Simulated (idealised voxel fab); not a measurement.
The following process module bears the name voxel air gaps.
The cross-section shown here is cut; it is 210 nm wide and divided into square cells measuring 5 nm on a side.
For the purposes of this document, a cross-section shall be understood as a grid of square cells, specified as bands listed in top-to-bottom order, each band consisting of one or more rows of cells.
Top height, bottom height, nm. Materials left to right, width each, nm. Single material + "everywhere" = fills band edge to edge. "empty" = empty.
Where do heights start? At 0: under that level the wafer as delivered is made of one material only. And the lowest band has no floor; it just carries on downward, as in "0..down".
A two-number width, for instance "30..40", indicates that the width is equal to the first number in the top row of the band and to the second number in the bottom row, and that it changes by a constant amount per row of cells.
"stayed the same" means the step left every cell of the cross-section as it was.
In the "Closed voids list" entry, you get each enclosed empty space of 8 cells or more, one with no open way to the top, written width x height at distance, distance from the left edge, in nm.
Read whatever lies past the settings on a step's line as the simulator's own remark about the step.
The "overlay nm" setting may appear on a step's line; for a step that uses a mask, it gives how far to the right of its planned position the mask lay, and a negative value indicates the left.
Planned process steps:
- 1: RECEIVE,material Si
- 2: CONFORMAL_DEP,material SiO2,thk nm 15
- 3: CONFORMAL_DEP,material SiCN,thk nm 5
- 4: DIRECTIONAL_DEP,material SiO2,thk nm 40
- 5: DIRECTIONAL_DEP,material aC,thk nm 15
- 6: PATTERN,tone open,mask id LINES,material resist,width nm 20,pitch nm 50,thk nm 35,overlay nm 0
- 7: DIRECTIONAL_ETCH,etch materials aC,depth nm 15
- 8: STRIP,etch materials resist
- 9: DIRECTIONAL_ETCH,etch materials SiO2,depth nm 40
- 10: STRIP,etch materials aC
- 11: CONFORMAL_DEP,material TiN,thk nm 5
- 12: FILL_DEP,material Ru,thk nm 10
- 13: CMP,height nm 60
- 14: EPI,material Ru,thk nm 10
- 15: SELECTIVE_ETCH,etch materials SiO2,depth nm 50
- 16: CONFORMAL_DEP,material SiCN,thk nm 5
First of two wafers, with the run carried out as planned:
Incoming wafer, cross-sectional view, post step 1:
  0..down | Si everywhere
  Closed voids list: none
Upon completion of step 2, the wafer appears in cross-section as shown:
  15..0 | SiO2 everywhere
  below 0: unchanged
Upon completion of step 3, the wafer appears in cross-section as shown:
  20..15 | SiCN everywhere
  below 15: unchanged
Upon completion of step 4, the wafer appears in cross-section as shown:
  60..20 | SiO2 everywhere
  below 20: unchanged
Upon completion of step 5, the wafer appears in cross-section as shown:
  75..60 | aC everywhere
  below 60: unchanged
Upon completion of step 6, the wafer appears in cross-section as shown:
  110..75 | 20 resist  20 empty  30 resist  20 empty  30 resist  20 empty  30 resist  20 empty  20 resist
  below 75: unchanged
Upon completion of step 7, the wafer appears in cross-section as shown:
  95..75 | 20 resist  20 empty  30 resist  20 empty  30 resist  20 empty  30 resist  20 empty  20 resist
  75..60 | 20 aC  20 empty  30 aC  20 empty  30 aC  20 empty  30 aC  20 empty  20 aC
  below 60: unchanged
Upon completion of step 8, the wafer appears in cross-section as shown:
  75..60 | 20 aC  20 empty  30 aC  20 empty  30 aC  20 empty  30 aC  20 empty  20 aC
  below 60: unchanged
Upon completion of step 9, the wafer appears in cross-section as shown:
  75..60 | 20 aC  20 empty  30 aC  20 empty  30 aC  20 empty  30 aC  20 empty  20 aC
  60..20 | 20 SiO2  20 empty  30 SiO2  20 empty  30 SiO2  20 empty  30 SiO2  20 empty  20 SiO2
  below 20: unchanged
Upon completion of step 10, the wafer appears in cross-section as shown:
  60..20 | 20 SiO2  20 empty  30 SiO2  20 empty  30 SiO2  20 empty  30 SiO2  20 empty  20 SiO2
  below 20: unchanged
Upon completion of step 11, the wafer appears in cross-section as shown:
  65..60 | 25 TiN  10 empty  40 TiN  10 empty  40 TiN  10 empty  40 TiN  10 empty  25 TiN
  60..25 | 20 SiO2  5 TiN  10 empty  5 TiN  30 SiO2  5 TiN  10 empty  5 TiN  30 SiO2  5 TiN  10 empty  5 TiN  30 SiO2  5 TiN  10 empty  5 TiN  20 SiO2
  25..20 | 20 SiO2  20 TiN  30 SiO2  20 TiN  30 SiO2  20 TiN  30 SiO2  20 TiN  20 SiO2
  below 20: unchanged
Upon completion of step 12, the wafer appears in cross-section as shown:
  75..65 | Ru everywhere
  65..60 | 25 TiN  10 Ru  40 TiN  10 Ru  40 TiN  10 Ru  40 TiN  10 Ru  25 TiN
  60..25 | 20 SiO2  5 TiN  10 Ru  5 TiN  30 SiO2  5 TiN  10 Ru  5 TiN  30 SiO2  5 TiN  10 Ru  5 TiN  30 SiO2  5 TiN  10 Ru  5 TiN  20 SiO2
  below 25: unchanged
Upon completion of step 13, the wafer appears in cross-section as shown:
  60..25 | 20 SiO2  5 TiN  10 Ru  5 TiN  30 SiO2  5 TiN  10 Ru  5 TiN  30 SiO2  5 TiN  10 Ru  5 TiN  30 SiO2  5 TiN  10 Ru  5 TiN  20 SiO2
  below 25: unchanged
Upon completion of step 14, the wafer appears in cross-section as shown:
  70..60 | 10 empty  40 Ru  10 empty  40 Ru  10 empty  40 Ru  10 empty  40 Ru  10 empty
  below 60: unchanged
Upon completion of step 15, the wafer appears in cross-section as shown:
  70..60 | 10 empty  40 Ru  10 empty  40 Ru  10 empty  40 Ru  10 empty  40 Ru  10 empty
  60..25 | 20 empty  5 TiN  10 Ru  5 TiN  30 empty  5 TiN  10 Ru  5 TiN  30 empty  5 TiN  10 Ru  5 TiN  30 empty  5 TiN  10 Ru  5 TiN  20 empty
  25..20 | 20 empty  20 TiN  30 empty  20 TiN  30 empty  20 TiN  30 empty  20 TiN  20 empty
  below 20: unchanged
Upon completion of step 16, the wafer appears in cross-section as shown:
  75..70 | 5 empty  200 SiCN  5 empty
  70..60 | 5 empty  5 SiCN  40 Ru  10 SiCN  40 Ru  10 SiCN  40 Ru  10 SiCN  40 Ru  5 SiCN  5 empty
  60..55 | 5 empty  15 SiCN  5 TiN  10 Ru  5 TiN  30 SiCN  5 TiN  10 Ru  5 TiN  30 SiCN  5 TiN  10 Ru  5 TiN  30 SiCN  5 TiN  10 Ru  5 TiN  15 SiCN  5 empty
  55..25 | 15 empty  5 SiCN  5 TiN  10 Ru  5 TiN  5 SiCN  20 empty  5 SiCN  5 TiN  10 Ru  5 TiN  5 SiCN  20 empty  5 SiCN  5 TiN  10 Ru  5 TiN  5 SiCN  20 empty  5 SiCN  5 TiN  10 Ru  5 TiN  5 SiCN  15 empty
  25..20 | 20 SiCN  20 TiN  30 SiCN  20 TiN  30 SiCN  20 TiN  30 SiCN  20 TiN  20 SiCN
  below 20: unchanged
  Closed voids list: 20 x 30 at 45; 20 x 30 at 95; 20 x 30 at 145
Second wafer: same start and same plan as the first, one execution error; identical to the first through step 3:
Here is the second wafer in cross-section at the point where step 4 of the plan should have been done:
  50..20 | SiO2 everywhere
  below 20: unchanged
Here is the second wafer in cross-section at the point where step 5 of the plan should have been done:
  65..50 | aC everywhere
  below 50: unchanged
Here is the second wafer in cross-section at the point where step 6 of the plan should have been done:
  100..65 | 20 resist  20 empty  30 resist  20 empty  30 resist  20 empty  30 resist  20 empty  20 resist
  below 65: unchanged
Here is the second wafer in cross-section at the point where step 7 of the plan should have been done:
  85..65 | 20 resist  20 empty  30 resist  20 empty  30 resist  20 empty  30 resist  20 empty  20 resist
  65..50 | 20 aC  20 empty  30 aC  20 empty  30 aC  20 empty  30 aC  20 empty  20 aC
  below 50: unchanged
Here is the second wafer in cross-section at the point where step 8 of the plan should have been done:
  65..50 | 20 aC  20 empty  30 aC  20 empty  30 aC  20 empty  30 aC  20 empty  20 aC
  below 50: unchanged
Here is the second wafer in cross-section at the point where step 9 of the plan should have been done:
  65..50 | 20 aC  20 empty  30 aC  20 empty  30 aC  20 empty  30 aC  20 empty  20 aC
  50..20 | 20 SiO2  20 empty  30 SiO2  20 empty  30 SiO2  20 empty  30 SiO2  20 empty  20 SiO2
  below 20: unchanged
Here is the second wafer in cross-section at the point where step 10 of the plan should have been done:
  50..20 | 20 SiO2  20 empty  30 SiO2  20 empty  30 SiO2  20 empty  30 SiO2  20 empty  20 SiO2
  below 20: unchanged
Here is the second wafer in cross-section at the point where step 11 of the plan should have been done:
  55..50 | 25 TiN  10 empty  40 TiN  10 empty  40 TiN  10 empty  40 TiN  10 empty  25 TiN
  50..25 | 20 SiO2  5 TiN  10 empty  5 TiN  30 SiO2  5 TiN  10 empty  5 TiN  30 SiO2  5 TiN  10 empty  5 TiN  30 SiO2  5 TiN  10 empty  5 TiN  20 SiO2
  25..20 | 20 SiO2  20 TiN  30 SiO2  20 TiN  30 SiO2  20 TiN  30 SiO2  20 TiN  20 SiO2
  below 20: unchanged
Here is the second wafer in cross-section at the point where step 12 of the plan should have been done:
  65..55 | Ru everywhere
  55..50 | 25 TiN  10 Ru  40 TiN  10 Ru  40 TiN  10 Ru  40 TiN  10 Ru  25 TiN
  50..25 | 20 SiO2  5 TiN  10 Ru  5 TiN  30 SiO2  5 TiN  10 Ru  5 TiN  30 SiO2  5 TiN  10 Ru  5 TiN  30 SiO2  5 TiN  10 Ru  5 TiN  20 SiO2
  below 25: unchanged
Here is the second wafer in cross-section at the point where step 13 of the plan should have been done:
  60..55 | Ru everywhere
  below 55: unchanged
Here is the second wafer in cross-section at the point where step 14 of the plan should have been done:
  70..55 | Ru everywhere
  below 55: unchanged
Here is the second wafer in cross-section at the point where step 15 of the plan should have been done: stayed the same
Here is the second wafer in cross-section at the point where step 16 of the plan should have been done:
  75..70 | SiCN everywhere
  below 70: unchanged
In executing the process, a mistake was made relative to the plan: step 4 was not run as planned; what actually ran was DIRECTIONAL_DEP,material SiO2,thk nm 30
The closing comparison, in cells, has the second wafer with more or fewer of some materials than the first: Ru: 54 more; SiCN: 112 fewer; SiO2: 156 more; TiN: 18 more
On completion, 0 closed voids are found in the second wafer, whereas the first wafer has 3.
